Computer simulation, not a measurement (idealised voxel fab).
process module | voxel gate over fins
cross-section cut | 260 nm wide | cells 5 nm
A cross-section is a grid of square cells, given in bands from the top down. A band is one or more rows of cells.
Each band's line starts with the height of the band's top and of its bottom, in nm. Then come its materials from left to right, each with its width in nm. One material with "throughout" fills the band from edge to edge. "air" is empty space.
Height 0 is the level under which the wafer as received is all one material. The lowest band goes on downwards, as in "0 down".
A width such as "30 to 40" changes by the same amount from each row of cells to the next, from the band's top row to its bottom row.
"no change" after a step means that no cell of the cross-section changed.
closed voids: empty space of 8 cells or more with no open way to the top, each as width x height at its distance from the left edge, in nm
after a step's settings: what the simulator itself notes on the step
overlay nm, on a step with a mask: how far to the right of its planned place the mask lay; to the left if negative
plan
1 op RECEIVE | material Si
2 op CONFORMAL_DEP | material SiN | thk nm 5
3 op MASKED_ETCH | tone cover | mask id FINS | width nm 15 | pitch nm 60 | etch materials SiN | depth nm 5 | overlay nm 0
4 op MASKED_ETCH | tone cover | mask id FINS | width nm 15 | pitch nm 60 | etch materials Si | depth nm 35 | overlay nm 0
5 op OXIDIZE | depth nm 5
6 op FILL_DEP | material SiO2 | thk nm 5
7 op CMP | height nm 5
8 op MASKED_ETCH | tone open | mask id RAIL | width nm 15 | etch materials SiO2 | depth nm 35 | overlay nm 0
9 op CONFORMAL_DEP | material TiN | thk nm 5
10 op FILL_DEP | material Ru | thk nm 10
11 op CMP | height nm 5
12 op SELECTIVE_ETCH | etch materials W Ru TiN | depth nm 20
13 op FILL_DEP | material SiO2 | thk nm 5
14 op CMP | height nm 5
15 op SELECTIVE_ETCH | etch materials SiO2 | depth nm 15
16 op STRIP | etch materials SiN
17 op CONFORMAL_DEP | material HfO2 | thk nm 5
18 op CONFORMAL_DEP | material TiN | thk nm 5
19 op FILL_DEP | material W | thk nm 15
20 op CMP | height nm 20
21 op CONFORMAL_DEP | material SiN | thk nm 10
as received, after step 1
  0 down: Si throughout
  closed voids: none
a wafer at the end: this start, this plan, one mistake
  30 to 20: SiN throughout
  20 to 10: W throughout
  10 to 5: W 55 | TiN 30 | W 30 | TiN 30 | W 30 | TiN 30 | W 55
  5 to 0: W 55 | TiN 5 | HfO2 20 | TiN 5 | W 30 | TiN 5 | HfO2 20 | TiN 5 | W 30 | TiN 5 | HfO2 20 | TiN 5 | W 55
  0 to -5: TiN 60 | HfO2 5 | Si 10 | HfO2 5 | TiN 40 | HfO2 5 | Si 10 | HfO2 5 | TiN 40 | HfO2 5 | Si 10 | HfO2 5 | TiN 60
  -5 to -10: HfO2 65 | Si 10 | HfO2 50 | Si 10 | HfO2 50 | Si 10 | HfO2 65
  -10 to -15: SiO2 65 | Si 10 | SiO2 50 | Si 10 | SiO2 50 | Si 10 | SiO2 65
  -15 to -25: SiO2 65 | Si 10 | SiO2 15 | TiN 5 | Ru 5 | TiN 5 | SiO2 20 | Si 10 | SiO2 50 | Si 10 | SiO2 65
  -25 to -30: SiO2 65 | Si 10 | SiO2 15 | TiN 15 | SiO2 20 | Si 10 | SiO2 50 | Si 10 | SiO2 65
  -30 to -40: SiO2 65 | Si 10 | SiO2 50 | Si 10 | SiO2 50 | Si 10 | SiO2 65
  -40 down: Si throughout
  closed voids: none
what went wrong: step 3 ran as: op MASKED_ETCH | tone cover | mask id FINS | width nm 20 | pitch nm 60 | etch materials SiN | depth nm 5 | overlay nm 0
